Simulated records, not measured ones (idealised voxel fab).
process module | voxel transistor to metal
Displayed cross-section: cut, width of 160 nm, square cells sized 5 nm.
How to read a cross-section here: the picture is a grid of square cells, written as bands going from the top down, and any band can span one or more rows of cells.
Band entry format. Leading values: height of top, height of bottom, nm. Remainder: materials in left-to-right order, each with its width in nm. Special words: "everywhere" on a single material, which then fills the band edge to edge; "air", empty space.
It should be noted that heights are counted from 0, beneath which the wafer as supplied is of one material throughout, and that the lowest band possesses no lower boundary but continues downward, as written in "0 nm and below".
Graded width ("30..40"): value in top row of band = first number; value in bottom row = second number; row-to-row change constant.
Where a step carries "no alteration", the cross-section came out of it unchanged, cell for cell.
"Closed void catalog" contains a list of empty spaces, each no smaller than 8 cells and without an open way to the top, written in the form width x height at distance with the distance from the left edge and all three in nm.
after a step's settings: what the simulator itself notes on the step
Each step line may optionally specify "overlay nm", which for a step with a mask gives the rightward distance between the mask's planned place and where it lay, a negative value indicating the leftward direction.

## Process steps - plan
1 op RECEIVE | material Si
2 op CONFORMAL_DEP | material SiO2 | thk nm 5
3 op CONFORMAL_DEP | material SiN | thk nm 10
4 op MASKED_ETCH | tone cover | mask id ACTIVE | width nm 110 | etch materials SiN | depth nm 10 | overlay nm 0
5 op MASKED_ETCH | tone cover | mask id ACTIVE | width nm 110 | etch materials SiO2 | depth nm 5 | overlay nm 0
6 op MASKED_ETCH | tone cover | mask id ACTIVE | width nm 110 | etch materials Si | depth nm 35 | overlay nm 0
7 op OXIDIZE | depth nm 5
8 op FILL_DEP | material SiO2 | thk nm 5
9 op CMP | height nm 15
10 op SELECTIVE_ETCH | etch materials SiO2 | depth nm 10
11 op STRIP | etch materials SiN
12 op SELECTIVE_ETCH | etch materials SiO2 | depth nm 5
13 op OXIDIZE | depth nm 5
14 op DIRECTIONAL_DEP | material polySi | thk nm 20
15 op DIRECTIONAL_DEP | material SiCN | thk nm 10
16 op MASKED_ETCH | tone cover | mask id GATE | width nm 20 | etch materials SiCN | depth nm 20 | overlay nm 0
17 op MASKED_ETCH | tone cover | mask id GATE | width nm 20 | etch materials polySi | depth nm 30 | overlay nm 0
18 op CONFORMAL_DEP | material SiN | thk nm 10
19 op DIRECTIONAL_ETCH | etch materials SiN | depth nm 10
20 op DIRECTIONAL_ETCH | etch materials SiO2 | depth nm 5
21 op DIRECTIONAL_ETCH | etch materials Si | depth nm 10
22 op EPI | material nSi | thk nm 10
23 op FILL_DEP | material SiO2 | thk nm 10
24 op CMP | height nm 30
25 op DIRECTIONAL_DEP | material SiO2 | thk nm 15
26 op MASKED_ETCH | tone open | mask id CONTACT | width nm 30 | pitch nm 60 | etch materials SiO2 | depth nm 50 | overlay nm 0
27 op CONFORMAL_DEP | material TiN | thk nm 5
28 op FILL_DEP | material W | thk nm 10
29 op CMP | height nm 45
30 op DIRECTIONAL_DEP | material TiN | thk nm 5
31 op DIRECTIONAL_DEP | material W | thk nm 25
32 op PATTERN | tone cover | mask id METAL_1 | material resist | width nm 20 | pitch nm 70 | thk nm 15 | overlay nm 0
33 op DIRECTIONAL_ETCH | etch materials W | depth nm 25
34 op DIRECTIONAL_ETCH | etch materials TiN | depth nm 5
35 op STRIP | etch materials resist
36 op CONFORMAL_DEP | material SiCN | thk nm 5
37 op FILL_DEP | material SiO2 | thk nm 5
38 op CMP | height nm 75
39 op CONFORMAL_DEP | material SiCN | thk nm 5

## as received, after step 1
    0 nm and below: Si everywhere
    Closed void catalog: none

## First of two wafers: cross-section at end of module, run per plan
    80 nm to 75 nm: SiCN everywhere
    75 nm to 50 nm: 30 of SiO2 | 5 of SiCN | 20 of W | 5 of SiCN | 40 of SiO2 | 5 of SiCN | 20 of W | 5 of SiCN | 30 of SiO2
    50 nm to 45 nm: 35 of SiCN | 20 of TiN | 50 of SiCN | 20 of TiN | 35 of SiCN
    45 nm to 35 nm: 35 of SiO2 | 5 of TiN | 20 of W | 5 of TiN | 30 of SiO2 | 5 of TiN | 20 of W | 5 of TiN | 35 of SiO2
    35 nm to 30 nm: 35 of SiO2 | 5 of TiN | 15 of W | 10 of TiN | 30 of SiO2 | 10 of TiN | 15 of W | 5 of TiN | 35 of SiO2
    30 nm to 20 nm: 35 of SiO2 | 5 of TiN | 15 of W | 5 of TiN | 10 of SiN | 20 of SiCN | 10 of SiN | 5 of TiN | 15 of W | 5 of TiN | 35 of SiO2
    20 nm to 10 nm: 35 of SiO2 | 5 of TiN | 15 of W | 5 of TiN | 10 of SiN | 20 of polySi | 10 of SiN | 5 of TiN | 15 of W | 5 of TiN | 35 of SiO2
    10 nm to 5 nm: 35 of SiO2 | 5 of TiN | 5 of W | 15 of TiN | 10 of SiN | 20 of polySi | 10 of SiN | 15 of TiN | 5 of W | 5 of TiN | 35 of SiO2
    5 nm to 0 nm: 35 of SiO2 | 5 of TiN | 5 of W | 5 of TiN | 10 of nSi | 10 of SiN | 20 of polySi | 10 of SiN | 10 of nSi | 5 of TiN | 5 of W | 5 of TiN | 35 of SiO2
    0 nm to -5 nm: 35 of SiO2 | 15 of TiN | 10 of nSi | 40 of SiO2 | 10 of nSi | 15 of TiN | 35 of SiO2
    -5 nm to -15 nm: 30 of SiO2 | 30 of nSi | 40 of Si | 30 of nSi | 30 of SiO2
    -15 nm to -40 nm: 30 of SiO2 | 100 of Si | 30 of SiO2
    -40 nm and below: Si everywhere
    Closed void catalog: none

## Same start, same plan as the first wafer - but one mistake in the run. Cross-section of the second of the two at the end of the module
    80 nm to 75 nm: SiCN everywhere
    75 nm to 50 nm: 30 of SiO2 | 5 of SiCN | 20 of W | 5 of SiCN | 40 of SiO2 | 5 of SiCN | 20 of W | 5 of SiCN | 30 of SiO2
    50 nm to 45 nm: 35 of SiCN | 20 of TiN | 50 of SiCN | 20 of TiN | 35 of SiCN
    45 nm to 35 nm: 35 of SiO2 | 5 of TiN | 20 of W | 5 of TiN | 30 of SiO2 | 5 of TiN | 20 of W | 5 of TiN | 35 of SiO2
    35 nm to 30 nm: 35 of SiO2 | 5 of TiN | 15 of W | 10 of TiN | 30 of SiO2 | 10 of TiN | 15 of W | 5 of TiN | 35 of SiO2
    30 nm to 20 nm: 35 of SiO2 | 5 of TiN | 15 of W | 5 of TiN | 10 of SiN | 20 of SiCN | 10 of SiN | 5 of TiN | 15 of W | 5 of TiN | 35 of SiO2
    20 nm to 15 nm: 35 of SiO2 | 5 of TiN | 15 of W | 5 of TiN | 10 of SiN | 20 of polySi | 10 of SiN | 5 of TiN | 15 of W | 5 of TiN | 35 of SiO2
    15 nm to 10 nm: 35 of SiO2 | 25 of TiN | 10 of SiN | 20 of polySi | 10 of SiN | 25 of TiN | 35 of SiO2
    10 nm to 5 nm: 60 of SiO2 | 10 of SiN | 20 of polySi | 10 of SiN | 60 of SiO2
    5 nm to 0 nm: 50 of SiO2 | 10 of nSi | 10 of SiN | 20 of polySi | 10 of SiN | 10 of nSi | 50 of SiO2
    0 nm to -5 nm: 50 of SiO2 | 10 of nSi | 40 of SiO2 | 10 of nSi | 50 of SiO2
    -5 nm to -15 nm: 30 of SiO2 | 30 of nSi | 40 of Si | 30 of nSi | 30 of SiO2
    -15 nm to -40 nm: 30 of SiO2 | 100 of Si | 30 of SiO2
    -40 nm and below: Si everywhere
    Closed void catalog: none
Finding, execution versus plan: step 25 was run twice
Final cells, second wafer relative to first, materials higher or lower: SiO2 +22 | TiN -12 | W -10
